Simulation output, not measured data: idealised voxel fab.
process module | voxel capacitor over wiring
cross-section cut | 235 nm wide | cells 5 nm
A cross-section is a grid of square cells, given in bands from the top down. A band is one or more rows of cells.
Each band's line starts with the height of the band's top and of its bottom, in nm. Then come its materials from left to right, each with its width in nm. One material with "throughout" fills the band from edge to edge. "air" is empty space.
Height 0 is the level under which the wafer as received is all one material. The lowest band goes on downwards, as in "0 down".
A width such as "30 to 40" changes by the same amount from each row of cells to the next, from the band's top row to its bottom row.
"no change" after a step means that no cell of the cross-section changed.
closed voids: empty space of 8 cells or more with no open way to the top, each as width x height at its distance from the left edge, in nm
after a step's settings: what the simulator itself notes on the step
overlay nm, on a step with a mask: how far to the right of its planned place the mask lay; to the left if negative
plan
1 op RECEIVE | material Si
2 op CONFORMAL_DEP | material SiO2 | thk nm 15
3 op DIRECTIONAL_DEP | material TiN | thk nm 5
4 op DIRECTIONAL_DEP | material Ru | thk nm 20
5 op DIRECTIONAL_DEP | material aC | thk nm 10
6 op PATTERN | tone cover | mask id METAL_1 | material resist | width nm 20 | pitch nm 90 | thk nm 30 | overlay nm 0
7 op DIRECTIONAL_ETCH | etch materials aC | depth nm 10
8 op STRIP | etch materials resist
9 op DIRECTIONAL_ETCH | etch materials Ru | depth nm 20
10 op DIRECTIONAL_ETCH | etch materials TiN | depth nm 5
11 op STRIP | etch materials aC
12 op FILL_DEP | material SiO2 | thk nm 10
13 op CMP | height nm 40
14 op CONFORMAL_DEP | material SiCN | thk nm 5
15 op DIRECTIONAL_DEP | material lowk | thk nm 15
16 op MASKED_ETCH | tone open | mask id PLUG_1 | width nm 15 | etch materials lowk | depth nm 15 | overlay nm 0
17 op MASKED_ETCH | tone open | mask id PLUG_1 | width nm 15 | etch materials SiCN | depth nm 5 | overlay nm 0
18 op CONFORMAL_DEP | material TiN | thk nm 5
19 op FILL_DEP | material Ru | thk nm 10
20 op CMP | height nm 60
21 op DIRECTIONAL_DEP | material TiN | thk nm 10
22 op DIRECTIONAL_DEP | material Al2O3 | thk nm 5
23 op DIRECTIONAL_DEP | material TiN | thk nm 5
24 op PATTERN | tone cover | mask id UPPER_PLATE | material resist | width nm 75 | thk nm 20 | overlay nm 0
25 op DIRECTIONAL_ETCH | etch materials TiN | depth nm 5
26 op DIRECTIONAL_ETCH | etch materials Al2O3 | depth nm 5
27 op STRIP | etch materials resist
28 op PATTERN | tone cover | mask id LOWER_PLATE | material resist | width nm 85 | thk nm 15 | overlay nm 0
29 op DIRECTIONAL_ETCH | etch materials TiN | depth nm 10
30 op STRIP | etch materials resist
31 op FILL_DEP | material SiO2 | thk nm 15
32 op CMP | height nm 90
33 op MASKED_ETCH | tone open | mask id PLUG_2 | width nm 15 | etch materials SiO2 | depth nm 10 | overlay nm 0
34 op CONFORMAL_DEP | material TiN | thk nm 5
35 op FILL_DEP | material Ru | thk nm 10
36 op CMP | height nm 90
37 op CONFORMAL_DEP | material SiN | thk nm 5
as received, after step 1
  0 down: Si throughout
  closed voids: none
first wafer at the end, as planned
  95 to 90: SiN throughout
  90 to 85: SiO2 75 | TiN 5 | Ru 5 | TiN 5 | SiO2 145
  85 to 75: SiO2 75 to 65 | TiN 15 to 75 | SiO2 145 to 95
  75 to 70: SiO2 65 | Al2O3 75 | SiO2 95
  70 to 60: SiO2 60 | TiN 85 | SiO2 90
  60 to 45: lowk 65 | TiN 5 | Ru 5 | TiN 5 | lowk 155
  45 to 40: SiCN 65 | TiN 15 | SiCN 155
  40 to 20: SiO2 60 | Ru 20 | SiO2 70 | Ru 20 | SiO2 65
  20 to 15: SiO2 60 | TiN 20 | SiO2 70 | TiN 20 | SiO2 65
  15 to 0: SiO2 throughout
  0 down: Si throughout
  closed voids: none
second wafer at the end: like start, like plan, one mistake
  95 to 90: SiN throughout
  90 to 80: SiO2 75 to 65 | TiN 15 to 75 | SiO2 145 to 95
  80 to 75: SiO2 65 | Al2O3 75 | SiO2 95
  75 to 65: SiO2 60 | TiN 85 | SiO2 90
  65 to 60: TiN throughout
  60 to 45: lowk 65 | TiN 5 | Ru 5 | TiN 5 | lowk 155
  45 to 40: SiCN 65 | TiN 15 | SiCN 155
  40 to 20: SiO2 60 | Ru 20 | SiO2 70 | Ru 20 | SiO2 65
  20 to 15: SiO2 60 | TiN 20 | SiO2 70 | TiN 20 | SiO2 65
  15 to 0: SiO2 throughout
  0 down: Si throughout
  closed voids: none
what went wrong: step 21 ran as: op DIRECTIONAL_DEP | material TiN | thk nm 15
at the end the second wafer has, in cells: 1 fewer of Ru | 44 fewer of SiO2 | 45 more of TiN
